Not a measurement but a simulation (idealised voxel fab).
Proc. module: voxel self aligned contacts
Square cells of 5 nm make up the cross-section cut, whose width is 265 nm.
Cross-sections here: square-cell grids, written as top-down lists of bands, a band being one or more rows of cells.
Within each band entry, the heights of the top and of the bottom of the band appear first, in that order and in nm; the materials of the band then follow from left to right, each with its corresponding width in nm. The designation "throughout" on a single material indicates that it fills the band from edge to edge; the designation "air" indicates empty space.
The reference from which all heights are counted is 0, the level beneath which the as-received wafer is entirely one material; the lowest band, having no lower bound, proceeds downward and is written after the example "top 0, no bottom".
So if you see something like "30->40" for the width, read it as the top row of the band sitting at the first number and the bottom row at the second, with every row in between moving by the same amount as the last.
Any step labelled "nothing got changed" changed none of the cells in the cross-section.
Any empty space of 8 cells or more lacking an open way to the top shows up in "Closed void inventory" as width x height at distance, distance from the left edge, in nm.
Past the settings on a step's line: simulator remark, on that step.
A step line may carry the setting "overlay nm", which, for steps involving a mask, states the distance by which the mask lay to the right of its intended position; negative values denote displacement to the left.
Listed below are the process steps as planned
- 1: RECEIVE [material Si]
- 2: CONFORMAL_DEP [material SiO2] [thk nm 5]
- 3: DIRECTIONAL_DEP [material polySi] [thk nm 30]
- 4: DIRECTIONAL_DEP [material SiN] [thk nm 15]
- 5: DIRECTIONAL_DEP [material aC] [thk nm 15]
- 6: PATTERN [tone cover] [mask id GATE] [material resist] [width nm 25] [pitch nm 50] [thk nm 30] [overlay nm 0]
- 7: DIRECTIONAL_ETCH [etch materials aC] [depth nm 15]
- 8: STRIP [etch materials resist]
- 9: DIRECTIONAL_ETCH [etch materials SiN] [depth nm 15]
- 10: DIRECTIONAL_ETCH [etch materials polySi] [depth nm 30]
- 11: STRIP [etch materials aC]
- 12: CONFORMAL_DEP [material SiN] [thk nm 5]
- 13: DIRECTIONAL_ETCH [etch materials SiN] [depth nm 5]
- 14: FILL_DEP [material SiO2] [thk nm 15]
- 15: CMP [height nm 55]
- 16: DIRECTIONAL_DEP [material aC] [thk nm 10]
- 17: PATTERN [tone open] [mask id CONTACT] [material resist] [width nm 35] [thk nm 30] [overlay nm 0]
- 18: DIRECTIONAL_ETCH [etch materials aC] [depth nm 10]
- 19: STRIP [etch materials resist]
- 20: DIRECTIONAL_ETCH [etch materials SiO2] [depth nm 55]
- 21: STRIP [etch materials aC]
- 22: CONFORMAL_DEP [material TiN] [thk nm 5]
- 23: FILL_DEP [material W] [thk nm 5]
- 24: CMP [height nm 55]
- 25: CONFORMAL_DEP [material SiN] [thk nm 5]
Delivered wafer in cross-section: state after step 1
* top 0, no bottom  Si throughout
* Closed void inventory: none
End-of-module XS, first of two wafers, run as planned
* top 60, bottom 55  SiN throughout
* top 55, bottom 50  SiO2 115 / TiN 15 / W 5 / TiN 15 / SiO2 115
* top 50, bottom 35  SiO2 90 / SiN 35 / TiN 5 / W 5 / TiN 5 / SiN 35 / SiO2 90
* top 35, bottom 5  SiO2 90 / SiN 5 / polySi 25 / SiN 5 / TiN 5 / W 5 / TiN 5 / SiN 5 / polySi 25 / SiN 5 / SiO2 90
* top 5, bottom 0  SiO2 125 / TiN 15 / SiO2 125
* top 0, no bottom  Si throughout
* Closed void inventory: none
End-of-module cross-section of the second wafer: identical starting point and process plan to the first, with one processing mistake
* top 60, bottom 55  SiN throughout
* top 55, bottom 50  SiO2 115 / TiN 20 / W 5 / TiN 10 / SiO2 115
* top 50, bottom 35  SiO2 95 / SiN 35 / TiN 5 / W 5 / TiN 5 / SiN 35 / SiO2 85
* top 35, bottom 5  SiO2 95 / SiN 5 / polySi 25 / SiN 5 / TiN 5 / W 5 / TiN 5 / SiN 5 / polySi 25 / SiN 5 / SiO2 85
* top 5, bottom 0  SiO2 130 / TiN 15 / SiO2 120
* top 0, no bottom  Si throughout
* Closed void inventory: none
Processing error: rather than as planned, step 6 actually ran as PATTERN [tone cover] [mask id GATE] [material resist] [width nm 25] [pitch nm 50] [thk nm 30] [overlay nm 5]
So at the finish, the second wafer's got exactly as many cells of each material as the first, just not in the same spots.
